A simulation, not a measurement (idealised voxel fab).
Herein follows the process module entitled voxel transistor to metal.
It is cross-section cut that appears here, measuring 300 nm in width, its square cells being 5 nm in size.
Heads up, the way a cross-section reads in here is a grid of square cells, handed over as bands from the top down, with every band being one or more rows of cells. It is stipulated that each band's entry specify, in nanometres, the height of the top of the band and then that of its bottom, followed by the materials of the band in left-to-right sequence, each together with its width in nanometres. A single material marked by the word "all across" is understood to fill the band from edge to edge; the word "air" is understood to denote empty space. Ref level 0: as-received wafer is one material below here. Bottom band extends down with no lower bound ("0 nm and below"). You'd read "30..40" like this: the band's top row of cells is as wide as the first number, its bottom row is as wide as the second, and going down, every row changes width by the same amount as the row before did. No cell of the cross-section changed in a step that is given as "no change". "Enclosed void catalog" enumerates empty spaces isolated from the top, with no open way to it, that contain at least 8 cells, giving each as width x height at distance from the left edge, all three in nm. On a step's line, text after the settings is the simulator commenting on that step. "overlay nm", when on a step's line for a step with a mask, measures how far to the right of its planned place the mask lay; a negative measure means to the left.

Steps in the process plan:
1. RECEIVE: material Si
2. OXIDIZE: depth nm 5
3. CONFORMAL_DEP: material SiN, thk nm 10
4. MASKED_ETCH: tone cover, mask id ACTIVE, width nm 110, pitch nm 130, etch materials SiN, depth nm 10, overlay nm 0
5. MASKED_ETCH: tone cover, mask id ACTIVE, width nm 110, pitch nm 130, etch materials SiO2, depth nm 5, overlay nm 0
6. MASKED_ETCH: tone cover, mask id ACTIVE, width nm 110, pitch nm 130, etch materials Si, depth nm 20, overlay nm 0
7. FILL_DEP: material SiO2, thk nm 5
8. CMP: height nm 10
9. SELECTIVE_ETCH: etch materials SiO2, depth nm 10
10. STRIP: etch materials SiN
11. SELECTIVE_ETCH: etch materials SiO2, depth nm 5
12. OXIDIZE: depth nm 5
13. DIRECTIONAL_DEP: material polySi, thk nm 20
14. DIRECTIONAL_DEP: material SiCN, thk nm 10
15. DIRECTIONAL_DEP: material aC, thk nm 15
16. PATTERN: tone cover, mask id GATE, material resist, width nm 30, pitch nm 130, thk nm 30, overlay nm 0
17. DIRECTIONAL_ETCH: etch materials aC, depth nm 15
18. STRIP: etch materials resist
19. DIRECTIONAL_ETCH: etch materials SiCN, depth nm 20
20. DIRECTIONAL_ETCH: etch materials polySi, depth nm 30
21. STRIP: etch materials aC
22. CONFORMAL_DEP: material SiO2, thk nm 5
23. DIRECTIONAL_ETCH: etch materials SiO2, depth nm 5
24. CONFORMAL_DEP: material SiN, thk nm 5
25. DIRECTIONAL_ETCH: etch materials SiN, depth nm 5
26. DIRECTIONAL_ETCH: etch materials SiO2, depth nm 5
27. DIRECTIONAL_ETCH: etch materials Si, depth nm 15
28. EPI: material SiGe, thk nm 15
29. FILL_DEP: material SiO2, thk nm 10
30. CMP: height nm 15
31. STRIP: etch materials polySi
32. SELECTIVE_ETCH: etch materials SiO2, depth nm 5
33. CONFORMAL_DEP: material HfO2, thk nm 5
34. CONFORMAL_DEP: material TiN, thk nm 5
35. FILL_DEP: material W, thk nm 10
36. CMP: height nm 10
37. DIRECTIONAL_DEP: material SiO2, thk nm 10
38. MASKED_ETCH: tone open, mask id CONTACT, width nm 15, etch materials SiO2, depth nm 30, overlay nm 0
39. CONFORMAL_DEP: material TiN, thk nm 5
40. FILL_DEP: material W, thk nm 5
41. CMP: height nm 20
42. CONFORMAL_DEP: material SiCN, thk nm 5
43. DIRECTIONAL_DEP: material SiO2, thk nm 15
44. DIRECTIONAL_DEP: material aC, thk nm 15
45. PATTERN: tone open, mask id METAL_1, material resist, width nm 15, thk nm 35, overlay nm 0
46. DIRECTIONAL_ETCH: etch materials aC, depth nm 15
47. STRIP: etch materials resist
48. DIRECTIONAL_ETCH: etch materials SiO2, depth nm 15
49. DIRECTIONAL_ETCH: etch materials SiCN, depth nm 5
50. STRIP: etch materials aC
51. CONFORMAL_DEP: material TiN, thk nm 5
52. FILL_DEP: material W, thk nm 10
53. CMP: height nm 40
54. CONFORMAL_DEP: material SiN, thk nm 5

Step 1 complete: cross-section of the wafer as received:
* 0 nm and below  Si all across
* Enclosed void catalog: none

Below is the wafer in cross-section after the module was completed. It began from the starting point shown above and followed the plan shown above, except that one mistake was made while running it:
* 45 nm to 40 nm  SiN all across
* 40 nm to 25 nm  SiO2: 40 | TiN: 5 | W: 5 | TiN: 5 | SiO2: 60 | TiN: 5 | W: 5 | TiN: 5 | SiO2: 40 | TiN: 5 | W: 5 | TiN: 5 | SiO2: 60 | TiN: 5 | W: 5 | TiN: 5 | SiO2: 40
* 25 nm to 20 nm  SiCN: 40 | TiN: 15 | SiCN: 60 | TiN: 15 | SiCN: 40 | TiN: 15 | SiCN: 60 | TiN: 15 | SiCN: 40
* 20 nm to 10 nm  SiO2: 40 | TiN: 5 | W: 5 | TiN: 5 | SiO2: 60 | TiN: 5 | W: 5 | TiN: 5 | SiO2: 40 | TiN: 5 | W: 5 | TiN: 5 | SiO2: 60 | TiN: 5 | W: 5 | TiN: 5 | SiO2: 40
* 10 nm to 5 nm  SiO2: 40 | TiN: 15 | SiO2: 10 | HfO2: 5 | TiN: 5 | W: 20 | TiN: 5 | HfO2: 5 | SiO2: 10 | TiN: 15 | SiO2: 40 | TiN: 15 | SiO2: 10 | HfO2: 5 | TiN: 5 | W: 20 | TiN: 5 | HfO2: 5 | SiO2: 10 | TiN: 15 | SiO2: 40
* 5 nm to 0 nm  SiO2: 40 | TiN: 10 | SiGe: 15 | HfO2: 5 | TiN: 5 | W: 20 | TiN: 5 | HfO2: 5 | SiGe: 15 | TiN: 10 | SiO2: 40 | TiN: 10 | SiGe: 15 | HfO2: 5 | TiN: 5 | W: 20 | TiN: 5 | HfO2: 5 | SiGe: 15 | TiN: 10 | SiO2: 40
* 0 nm to -5 nm  SiO2: 40 | TiN: 10 | SiGe: 15 | HfO2: 5 | TiN: 30 | HfO2: 5 | SiGe: 15 | TiN: 10 | SiO2: 40 | TiN: 10 | SiGe: 15 | HfO2: 5 | TiN: 30 | HfO2: 5 | SiGe: 15 | TiN: 10 | SiO2: 40
* -5 nm to -10 nm  SiO2: 40 | TiN: 10 | SiGe: 15 | HfO2: 40 | SiGe: 15 | TiN: 10 | SiO2: 40 | TiN: 10 | SiGe: 15 | HfO2: 40 | SiGe: 15 | TiN: 10 | SiO2: 40
* -10 nm to -25 nm  SiO2: 30 | SiGe: 35 | Si: 40 | SiGe: 35 | SiO2: 20 | SiGe: 35 | Si: 40 | SiGe: 35 | SiO2: 30
* -25 nm and below  Si all across
* Enclosed void catalog: none
What broke from the plan during processing? no execution of plan step 24; skipped
